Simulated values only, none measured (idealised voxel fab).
process module | voxel self aligned contacts
cross-section cut | 240 nm wide | cells 5 nm
A cross-section is a grid of square cells, given in bands from the top down. A band is one or more rows of cells.
Each band's line starts with the height of the band's top and of its bottom, in nm. Then come its materials from left to right, each with its width in nm. One material with "throughout" fills the band from edge to edge. "air" is empty space.
Height 0 is the level under which the wafer as received is all one material. The lowest band goes on downwards, as in "0 down".
A width such as "30 to 40" changes by the same amount from each row of cells to the next, from the band's top row to its bottom row.
"no change" after a step means that no cell of the cross-section changed.
closed voids: empty space of 8 cells or more with no open way to the top, each as width x height at its distance from the left edge, in nm
after a step's settings: what the simulator itself notes on the step
overlay nm, on a step with a mask: how far to the right of its planned place the mask lay; to the left if negative
plan
1 op RECEIVE | material Si
2 op CONFORMAL_DEP | material SiO2 | thk nm 5
3 op DIRECTIONAL_DEP | material polySi | thk nm 25
4 op DIRECTIONAL_DEP | material SiN | thk nm 20
5 op DIRECTIONAL_DEP | material aC | thk nm 10
6 op PATTERN | tone cover | mask id GATE | material resist | width nm 35 | pitch nm 75 | thk nm 25 | overlay nm 0
7 op DIRECTIONAL_ETCH | etch materials aC | depth nm 10
8 op STRIP | etch materials resist
9 op DIRECTIONAL_ETCH | etch materials SiN | depth nm 20
10 op DIRECTIONAL_ETCH | etch materials polySi | depth nm 25
11 op STRIP | etch materials aC
12 op CONFORMAL_DEP | material SiN | thk nm 10
13 op DIRECTIONAL_ETCH | etch materials SiN | depth nm 10
14 op FILL_DEP | material SiO2 | thk nm 10
15 op CMP | height nm 55
16 op MASKED_ETCH | tone open | mask id CONTACT | width nm 60 | etch materials SiO2 | depth nm 55 | overlay nm 0
17 op CONFORMAL_DEP | material TiN | thk nm 5
18 op FILL_DEP | material W | thk nm 5
19 op CMP | height nm 55
20 op CONFORMAL_DEP | material SiCN | thk nm 5
first wafer, as planned
as received, after step 1
  0 down: Si throughout
  closed voids: none
after step 2
  5 to 0: SiO2 throughout
  below 0: unchanged
after step 3
  30 to 5: polySi throughout
  below 5: unchanged
after step 4
  50 to 30: SiN throughout
  below 30: unchanged
after step 5
  60 to 50: aC throughout
  below 50: unchanged
after step 6
  85 to 60: air 65 | resist 35 | air 40 | resist 35 | air 65
  below 60: unchanged
after step 7
  75 to 60: air 65 | resist 35 | air 40 | resist 35 | air 65
  60 to 50: air 65 | aC 35 | air 40 | aC 35 | air 65
  below 50: unchanged
after step 8
  60 to 50: air 65 | aC 35 | air 40 | aC 35 | air 65
  below 50: unchanged
after step 9
  60 to 50: air 65 | aC 35 | air 40 | aC 35 | air 65
  50 to 30: air 65 | SiN 35 | air 40 | SiN 35 | air 65
  below 30: unchanged
after step 10
  60 to 50: air 65 | aC 35 | air 40 | aC 35 | air 65
  50 to 30: air 65 | SiN 35 | air 40 | SiN 35 | air 65
  30 to 5: air 65 | polySi 35 | air 40 | polySi 35 | air 65
  below 5: unchanged
after step 11
  50 to 30: air 65 | SiN 35 | air 40 | SiN 35 | air 65
  below 30: unchanged
after step 12
  60 to 30: air 55 | SiN 55 | air 20 | SiN 55 | air 55
  30 to 15: air 55 | SiN 10 | polySi 35 | SiN 10 | air 20 | SiN 10 | polySi 35 | SiN 10 | air 55
  15 to 5: SiN 65 | polySi 35 | SiN 40 | polySi 35 | SiN 65
  below 5: unchanged
after step 13
  50 to 30: air 55 | SiN 55 | air 20 | SiN 55 | air 55
  30 to 5: air 55 | SiN 10 | polySi 35 | SiN 10 | air 20 | SiN 10 | polySi 35 | SiN 10 | air 55
  below 5: unchanged
after step 14
  60 to 50: SiO2 throughout
  50 to 30: SiO2 55 | SiN 55 | SiO2 20 | SiN 55 | SiO2 55
  30 to 5: SiO2 55 | SiN 10 | polySi 35 | SiN 10 | SiO2 20 | SiN 10 | polySi 35 | SiN 10 | SiO2 55
  below 5: unchanged
after step 15
  55 to 50: SiO2 throughout
  below 50: unchanged
after step 16
  55 to 50: SiO2 90 | air 60 | SiO2 90
  50 to 30: SiO2 55 | SiN 55 | air 20 | SiN 55 | SiO2 55
  30 to 5: SiO2 55 | SiN 10 | polySi 35 | SiN 10 | air 20 | SiN 10 | polySi 35 | SiN 10 | SiO2 55
  5 to 0: SiO2 110 | air 20 | SiO2 110
  below 0: unchanged
after step 17
  60 to 55: TiN 95 | air 50 | TiN 95
  55 to 50: SiO2 90 | TiN 25 | air 10 | TiN 25 | SiO2 90
  50 to 30: SiO2 55 | SiN 55 | TiN 5 | air 10 | TiN 5 | SiN 55 | SiO2 55
  30 to 5: SiO2 55 | SiN 10 | polySi 35 | SiN 10 | TiN 5 | air 10 | TiN 5 | SiN 10 | polySi 35 | SiN 10 | SiO2 55
  5 to 0: SiO2 110 | TiN 20 | SiO2 110
  below 0: unchanged
after step 18
  65 to 60: W throughout
  60 to 55: TiN 95 | W 50 | TiN 95
  55 to 50: SiO2 90 | TiN 25 | W 10 | TiN 25 | SiO2 90
  50 to 30: SiO2 55 | SiN 55 | TiN 5 | W 10 | TiN 5 | SiN 55 | SiO2 55
  30 to 5: SiO2 55 | SiN 10 | polySi 35 | SiN 10 | TiN 5 | W 10 | TiN 5 | SiN 10 | polySi 35 | SiN 10 | SiO2 55
  below 5: unchanged
after step 19
  55 to 50: SiO2 90 | TiN 25 | W 10 | TiN 25 | SiO2 90
  below 50: unchanged
after step 20
  60 to 55: SiCN throughout
  below 55: unchanged
second wafer: like start, like plan, one mistake. Through step 1 it matches the first wafer
when step 2 should have ended: no change
when step 3 should have ended
  25 to 0: polySi throughout
  below 0: unchanged
when step 4 should have ended
  45 to 25: SiN throughout
  below 25: unchanged
when step 5 should have ended
  55 to 45: aC throughout
  below 45: unchanged
when step 6 should have ended
  80 to 55: air 65 | resist 35 | air 40 | resist 35 | air 65
  below 55: unchanged
when step 7 should have ended
  70 to 55: air 65 | resist 35 | air 40 | resist 35 | air 65
  55 to 45: air 65 | aC 35 | air 40 | aC 35 | air 65
  below 45: unchanged
when step 8 should have ended
  55 to 45: air 65 | aC 35 | air 40 | aC 35 | air 65
  below 45: unchanged
when step 9 should have ended
  55 to 45: air 65 | aC 35 | air 40 | aC 35 | air 65
  45 to 25: air 65 | SiN 35 | air 40 | SiN 35 | air 65
  below 25: unchanged
when step 10 should have ended
  55 to 45: air 65 | aC 35 | air 40 | aC 35 | air 65
  45 to 25: air 65 | SiN 35 | air 40 | SiN 35 | air 65
  25 to 0: air 65 | polySi 35 | air 40 | polySi 35 | air 65
  below 0: unchanged
when step 11 should have ended
  45 to 25: air 65 | SiN 35 | air 40 | SiN 35 | air 65
  below 25: unchanged
when step 12 should have ended
  55 to 25: air 55 | SiN 55 | air 20 | SiN 55 | air 55
  25 to 10: air 55 | SiN 10 | polySi 35 | SiN 10 | air 20 | SiN 10 | polySi 35 | SiN 10 | air 55
  10 to 0: SiN 65 | polySi 35 | SiN 40 | polySi 35 | SiN 65
  below 0: unchanged
when step 13 should have ended
  45 to 25: air 55 | SiN 55 | air 20 | SiN 55 | air 55
  25 to 0: air 55 | SiN 10 | polySi 35 | SiN 10 | air 20 | SiN 10 | polySi 35 | SiN 10 | air 55
  below 0: unchanged
when step 14 should have ended
  55 to 45: SiO2 throughout
  45 to 25: SiO2 55 | SiN 55 | SiO2 20 | SiN 55 | SiO2 55
  25 to 0: SiO2 55 | SiN 10 | polySi 35 | SiN 10 | SiO2 20 | SiN 10 | polySi 35 | SiN 10 | SiO2 55
  below 0: unchanged
when step 15 should have ended: no change
when step 16 should have ended
  55 to 45: SiO2 90 | air 60 | SiO2 90
  45 to 25: SiO2 55 | SiN 55 | air 20 | SiN 55 | SiO2 55
  25 to 0: SiO2 55 | SiN 10 | polySi 35 | SiN 10 | air 20 | SiN 10 | polySi 35 | SiN 10 | SiO2 55
  below 0: unchanged
when step 17 should have ended
  60 to 55: TiN 95 | air 50 | TiN 95
  55 to 45: SiO2 90 | TiN 5 to 25 | air 50 to 10 | TiN 5 to 25 | SiO2 90
  45 to 25: SiO2 55 | SiN 55 | TiN 5 | air 10 | TiN 5 | SiN 55 | SiO2 55
  25 to 5: SiO2 55 | SiN 10 | polySi 35 | SiN 10 | TiN 5 | air 10 | TiN 5 | SiN 10 | polySi 35 | SiN 10 | SiO2 55
  5 to 0: SiO2 55 | SiN 10 | polySi 35 | SiN 10 | TiN 20 | SiN 10 | polySi 35 | SiN 10 | SiO2 55
  below 0: unchanged
when step 18 should have ended
  65 to 60: W throughout
  60 to 55: TiN 95 | W 50 | TiN 95
  55 to 45: SiO2 90 | TiN 5 to 25 | W 50 to 10 | TiN 5 to 25 | SiO2 90
  45 to 25: SiO2 55 | SiN 55 | TiN 5 | W 10 | TiN 5 | SiN 55 | SiO2 55
  25 to 5: SiO2 55 | SiN 10 | polySi 35 | SiN 10 | TiN 5 | W 10 | TiN 5 | SiN 10 | polySi 35 | SiN 10 | SiO2 55
  below 5: unchanged
when step 19 should have ended
  55 to 45: SiO2 90 | TiN 5 to 25 | W 50 to 10 | TiN 5 to 25 | SiO2 90
  below 45: unchanged
when step 20 should have ended
  60 to 55: SiCN throughout
  below 55: unchanged
what went wrong: step 2 was left out
at the end the second wafer has, in cells: 8 fewer of SiO2 | 8 more of W
